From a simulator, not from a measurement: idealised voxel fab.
Process module name: voxel self aligned vias
Xsec cut, 190 nm wide, square cell size 5 nm.
A cross-section in this document is a grid of square cells, and it is written down as bands, the top band listed before the ones below it; a band is made up of one or more rows of cells.
Per band: top height and bottom height in nm, followed by the left-to-right materials and their widths in nm; "full width" marks a single material spanning edge to edge, "air" marks empty space.
A quick word on heights: they are counted from 0, and under that level the wafer as it came to us is one material throughout. The lowest band is different from the rest in having no bottom; it simply continues downward, written as in "0 down".
The expression "30 to 40" gives the width at the extremes of the band, the first number at its top row of cells and the second at its bottom row, with the width changing by equal amounts from each row to the next in between.
Step note "remained the same" = no cross-section cell changed.
Sealed void listing: empty space of 8 cells or more with no open way to the top, each as width x height at its distance from the left edge, in nm
Read whatever lies past the settings on a step's line as the simulator's own remark about the step.
overlay nm: where the mask lay relative to plan, measured to the right, on steps with a mask; negatives go left.
-- plan
1. RECEIVE (material Si)
2. CONFORMAL_DEP (material SiO2; thk nm 10)
3. CONFORMAL_DEP (material SiCN; thk nm 5)
4. DIRECTIONAL_DEP (material lowk; thk nm 20)
5. PATTERN (tone open; mask id LINES; material resist; width nm 20; pitch nm 55; thk nm 20; overlay nm 0)
6. DIRECTIONAL_ETCH (etch materials lowk; depth nm 20)
7. STRIP (etch materials resist)
8. CONFORMAL_DEP (material TiN; thk nm 5)
9. FILL_DEP (material W; thk nm 10)
10. CMP (height nm 35)
11. SELECTIVE_ETCH (etch materials W Ru TiN; depth nm 10)
12. FILL_DEP (material SiN; thk nm 10)
13. CMP (height nm 35)
14. DIRECTIONAL_DEP (material lowk; thk nm 15)
15. DIRECTIONAL_DEP (material aC; thk nm 15)
16. PATTERN (tone open; mask id VIAS; material resist; width nm 30; pitch nm 55; thk nm 30; overlay nm 0)
17. DIRECTIONAL_ETCH (etch materials aC; depth nm 15)
18. STRIP (etch materials resist)
19. DIRECTIONAL_ETCH (etch materials lowk; depth nm 15)
20. DIRECTIONAL_ETCH (etch materials SiN; depth nm 10)
21. STRIP (etch materials aC)
22. CONFORMAL_DEP (material TiN; thk nm 5)
23. FILL_DEP (material W; thk nm 10)
24. CMP (height nm 50)
25. CONFORMAL_DEP (material SiCN; thk nm 5)
-- What follows covers the first of two wafers; it ran as planned
-- Cross-section, incoming material, after step 1
  0 down: Si full width
  Sealed void listing: none
-- How the wafer stands in section after step 2
  10 to 0: SiO2 full width
  Unchanged below 0.
-- How the wafer stands in section after step 3
  15 to 10: SiCN full width
  Unchanged below 10.
-- How the wafer stands in section after step 4
  35 to 15: lowk full width
  Unchanged below 15.
-- How the wafer stands in section after step 5
  55 to 35: resist=30, then air=20, then resist=35, then air=20, then resist=35, then air=20, then resist=30
  Unchanged below 35.
-- How the wafer stands in section after step 6
  55 to 35: resist=30, then air=20, then resist=35, then air=20, then resist=35, then air=20, then resist=30
  35 to 15: lowk=30, then air=20, then lowk=35, then air=20, then lowk=35, then air=20, then lowk=30
  Unchanged below 15.
-- How the wafer stands in section after step 7
  35 to 15: lowk=30, then air=20, then lowk=35, then air=20, then lowk=35, then air=20, then lowk=30
  Unchanged below 15.
-- How the wafer stands in section after step 8
  40 to 35: TiN=35, then air=10, then TiN=45, then air=10, then TiN=45, then air=10, then TiN=35
  35 to 20: lowk=30, then TiN=5, then air=10, then TiN=5, then lowk=35, then TiN=5, then air=10, then TiN=5, then lowk=35, then TiN=5, then air=10, then TiN=5, then lowk=30
  20 to 15: lowk=30, then TiN=20, then lowk=35, then TiN=20, then lowk=35, then TiN=20, then lowk=30
  Unchanged below 15.
-- How the wafer stands in section after step 9
  50 to 40: W full width
  40 to 35: TiN=35, then W=10, then TiN=45, then W=10, then TiN=45, then W=10, then TiN=35
  35 to 20: lowk=30, then TiN=5, then W=10, then TiN=5, then lowk=35, then TiN=5, then W=10, then TiN=5, then lowk=35, then TiN=5, then W=10, then TiN=5, then lowk=30
  Unchanged below 20.
-- How the wafer stands in section after step 10
  35 to 20: lowk=30, then TiN=5, then W=10, then TiN=5, then lowk=35, then TiN=5, then W=10, then TiN=5, then lowk=35, then TiN=5, then W=10, then TiN=5, then lowk=30
  Unchanged below 20.
-- How the wafer stands in section after step 11
  35 to 25: lowk=30, then air=20, then lowk=35, then air=20, then lowk=35, then air=20, then lowk=30
  Unchanged below 25.
-- How the wafer stands in section after step 12
  45 to 35: SiN full width
  35 to 25: lowk=30, then SiN=20, then lowk=35, then SiN=20, then lowk=35, then SiN=20, then lowk=30
  Unchanged below 25.
-- How the wafer stands in section after step 13
  35 to 25: lowk=30, then SiN=20, then lowk=35, then SiN=20, then lowk=35, then SiN=20, then lowk=30
  Unchanged below 25.
-- How the wafer stands in section after step 14
  50 to 35: lowk full width
  Unchanged below 35.
-- How the wafer stands in section after step 15
  65 to 50: aC full width
  Unchanged below 50.
-- How the wafer stands in section after step 16
  95 to 65: resist=25, then air=30, then resist=25, then air=30, then resist=25, then air=30, then resist=25
  Unchanged below 65.
-- How the wafer stands in section after step 17
  80 to 65: resist=25, then air=30, then resist=25, then air=30, then resist=25, then air=30, then resist=25
  65 to 50: aC=25, then air=30, then aC=25, then air=30, then aC=25, then air=30, then aC=25
  Unchanged below 50.
-- How the wafer stands in section after step 18
  65 to 50: aC=25, then air=30, then aC=25, then air=30, then aC=25, then air=30, then aC=25
  Unchanged below 50.
-- How the wafer stands in section after step 19
  65 to 50: aC=25, then air=30, then aC=25, then air=30, then aC=25, then air=30, then aC=25
  50 to 35: lowk=25, then air=30, then lowk=25, then air=30, then lowk=25, then air=30, then lowk=25
  Unchanged below 35.
-- How the wafer stands in section after step 20
  65 to 50: aC=25, then air=30, then aC=25, then air=30, then aC=25, then air=30, then aC=25
  50 to 35: lowk=25, then air=30, then lowk=25, then air=30, then lowk=25, then air=30, then lowk=25
  35 to 25: lowk=30, then air=20, then lowk=35, then air=20, then lowk=35, then air=20, then lowk=30
  Unchanged below 25.
-- How the wafer stands in section after step 21
  50 to 35: lowk=25, then air=30, then lowk=25, then air=30, then lowk=25, then air=30, then lowk=25
  Unchanged below 35.
-- How the wafer stands in section after step 22
  55 to 50: TiN=30, then air=20, then TiN=35, then air=20, then TiN=35, then air=20, then TiN=30
  50 to 40: lowk=25, then TiN=5, then air=20, then TiN=5, then lowk=25, then TiN=5, then air=20, then TiN=5, then lowk=25, then TiN=5, then air=20, then TiN=5, then lowk=25
  40 to 30: lowk=25 to 30, then TiN=10 to 5, then air=10, then TiN=10 to 5, then lowk=25 to 35, then TiN=10 to 5, then air=10, then TiN=10 to 5, then lowk=25 to 35, then TiN=10 to 5, then air=10, then TiN=10 to 5, then lowk=25 to 30
  30 to 25: lowk=30, then TiN=20, then lowk=35, then TiN=20, then lowk=35, then TiN=20, then lowk=30
  Unchanged below 25.
-- How the wafer stands in section after step 23
  65 to 55: W full width
  55 to 50: TiN=30, then W=20, then TiN=35, then W=20, then TiN=35, then W=20, then TiN=30
  50 to 40: lowk=25, then TiN=5, then W=20, then TiN=5, then lowk=25, then TiN=5, then W=20, then TiN=5, then lowk=25, then TiN=5, then W=20, then TiN=5, then lowk=25
  40 to 30: lowk=25 to 30, then TiN=10 to 5, then W=10, then TiN=10 to 5, then lowk=25 to 35, then TiN=10 to 5, then W=10, then TiN=10 to 5, then lowk=25 to 35, then TiN=10 to 5, then W=10, then TiN=10 to 5, then lowk=25 to 30
  Unchanged below 30.
-- How the wafer stands in section after step 24
  50 to 40: lowk=25, then TiN=5, then W=20, then TiN=5, then lowk=25, then TiN=5, then W=20, then TiN=5, then lowk=25, then TiN=5, then W=20, then TiN=5, then lowk=25
  Unchanged below 40.
-- How the wafer stands in section after step 25
  55 to 50: SiCN full width
  Unchanged below 50.
-- Okay, second wafer. Nothing different at the start, nothing different in the plan, just one mistake somewhere in the running. As far as step 18, counting that step, it's the first wafer all over again
-- Second wafer, cut view, end of step 19 per plan
  65 to 50: aC=25, then air=30, then aC=25, then air=30, then aC=25, then air=30, then aC=25
  50 to 35: lowk=25, then air=30, then lowk=25, then air=30, then lowk=25, then air=30, then lowk=25
  35 to 25: lowk=25, then air=5, then SiN=20, then air=5, then lowk=25, then air=5, then SiN=20, then air=5, then lowk=25, then air=5, then SiN=20, then air=5, then lowk=25
  25 to 20: lowk=25, then air=5, then TiN=5, then W=10, then TiN=5, then air=5, then lowk=25, then air=5, then TiN=5, then W=10, then TiN=5, then air=5, then lowk=25, then air=5, then TiN=5, then W=10, then TiN=5, then air=5, then lowk=25
  Unchanged below 20.
-- Second wafer, cut view, end of step 20 per plan
  65 to 50: aC=25, then air=30, then aC=25, then air=30, then aC=25, then air=30, then aC=25
  50 to 25: lowk=25, then air=30, then lowk=25, then air=30, then lowk=25, then air=30, then lowk=25
  Unchanged below 25.
-- Second wafer, cut view, end of step 21 per plan
  50 to 25: lowk=25, then air=30, then lowk=25, then air=30, then lowk=25, then air=30, then lowk=25
  Unchanged below 25.
-- Second wafer, cut view, end of step 22 per plan
  55 to 50: TiN=30, then air=20, then TiN=35, then air=20, then TiN=35, then air=20, then TiN=30
  50 to 30: lowk=25, then TiN=5, then air=20, then TiN=5, then lowk=25, then TiN=5, then air=20, then TiN=5, then lowk=25, then TiN=5, then air=20, then TiN=5, then lowk=25
  30 to 25: lowk=25, then TiN=30, then lowk=25, then TiN=30, then lowk=25, then TiN=30, then lowk=25
  25 to 20: lowk=25, then TiN=10, then W=10, then TiN=10, then lowk=25, then TiN=10, then W=10, then TiN=10, then lowk=25, then TiN=10, then W=10, then TiN=10, then lowk=25
  Unchanged below 20.
-- Second wafer, cut view, end of step 23 per plan
  65 to 55: W full width
  55 to 50: TiN=30, then W=20, then TiN=35, then W=20, then TiN=35, then W=20, then TiN=30
  50 to 30: lowk=25, then TiN=5, then W=20, then TiN=5, then lowk=25, then TiN=5, then W=20, then TiN=5, then lowk=25, then TiN=5, then W=20, then TiN=5, then lowk=25
  Unchanged below 30.
-- Second wafer, cut view, end of step 24 per plan
  50 to 30: lowk=25, then TiN=5, then W=20, then TiN=5, then lowk=25, then TiN=5, then W=20, then TiN=5, then lowk=25, then TiN=5, then W=20, then TiN=5, then lowk=25
  Unchanged below 30.
-- Second wafer, cut view, end of step 25 per plan
  55 to 50: SiCN full width
  Unchanged below 50.
Processing error: step 19 in the plan was executed twice
Cell-count delta at end, second wafer over first, by material: TiN +6; W +12; lowk -18
